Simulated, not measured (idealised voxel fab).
process module | voxel self aligned vias
cross-section cut | 285 nm wide | cells 5 nm
A cross-section is a grid of square cells, given in bands from the top down. A band is one or more rows of cells.
Each band's line starts with the height of the band's top and of its bottom, in nm. Then come its materials from left to right, each with its width in nm. One material with "throughout" fills the band from edge to edge. "air" is empty space.
Height 0 is the level under which the wafer as received is all one material. The lowest band goes on downwards, as in "0 down".
A width such as "30 to 40" changes by the same amount from each row of cells to the next, from the band's top row to its bottom row.
"no change" after a step means that no cell of the cross-section changed.
closed voids: empty space of 8 cells or more with no open way to the top, each as width x height at its distance from the left edge, in nm
after a step's settings: what the simulator itself notes on the step
overlay nm, on a step with a mask: how far to the right of its planned place the mask lay; to the left if negative
plan
1 op RECEIVE | material Si
2 op CONFORMAL_DEP | material SiO2 | thk nm 10
3 op CONFORMAL_DEP | material SiCN | thk nm 5
4 op DIRECTIONAL_DEP | material SiO2 | thk nm 30
5 op DIRECTIONAL_DEP | material aC | thk nm 10
6 op PATTERN | tone open | mask id LINES | material resist | width nm 25 | pitch nm 60 | thk nm 25 | overlay nm 0
7 op DIRECTIONAL_ETCH | etch materials aC | depth nm 10
8 op STRIP | etch materials resist
9 op DIRECTIONAL_ETCH | etch materials SiO2 | depth nm 30
10 op STRIP | etch materials aC
11 op CONFORMAL_DEP | material TiN | thk nm 5
12 op FILL_DEP | material Ru | thk nm 10
13 op CMP | height nm 45
14 op SELECTIVE_ETCH | etch materials W Ru TiN | depth nm 10
15 op FILL_DEP | material SiN | thk nm 10
16 op CMP | height nm 45
17 op DIRECTIONAL_DEP | material SiO2 | thk nm 20
18 op DIRECTIONAL_DEP | material aC | thk nm 10
19 op PATTERN | tone open | mask id VIAS | material resist | width nm 45 | pitch nm 60 | thk nm 30 | overlay nm 0
20 op DIRECTIONAL_ETCH | etch materials aC | depth nm 10
21 op STRIP | etch materials resist
22 op DIRECTIONAL_ETCH | etch materials SiO2 | depth nm 20
23 op DIRECTIONAL_ETCH | etch materials SiN | depth nm 10
24 op STRIP | etch materials aC
25 op CONFORMAL_DEP | material TiN | thk nm 5
26 op FILL_DEP | material Cu | thk nm 5
27 op CMP | height nm 65
28 op CONFORMAL_DEP | material SiN | thk nm 5
as received, after step 1
  0 down: Si throughout
  closed voids: none
a wafer at the end: this start, this plan, one mistake
  70 to 65: SiN throughout
  65 to 45: SiO2 60 | TiN 5 | Cu 35 | TiN 5 | SiO2 15 | TiN 5 | Cu 35 | TiN 5 | SiO2 15 | TiN 5 | Cu 35 | TiN 5 | SiO2 60
  45 to 40: SiN 60 | TiN 5 | Cu 35 | TiN 5 | SiN 15 | TiN 5 | Cu 35 | TiN 5 | SiN 15 | TiN 5 | Cu 35 | TiN 5 | SiN 60
  40 to 35: SiN 60 | TiN 45 | SiN 15 | TiN 45 | SiN 15 | TiN 45 | SiN 60
  35 to 10: SiO2 70 | TiN 5 | Ru 15 | TiN 5 | SiO2 35 | TiN 5 | Ru 15 | TiN 5 | SiO2 35 | TiN 5 | Ru 15 | TiN 5 | SiO2 70
  10 to 5: SiO2 70 | TiN 25 | SiO2 35 | TiN 25 | SiO2 35 | TiN 25 | SiO2 70
  5 to 0: SiCN throughout
  0 down: Si throughout
  closed voids: none
what went wrong: step 2 was left out
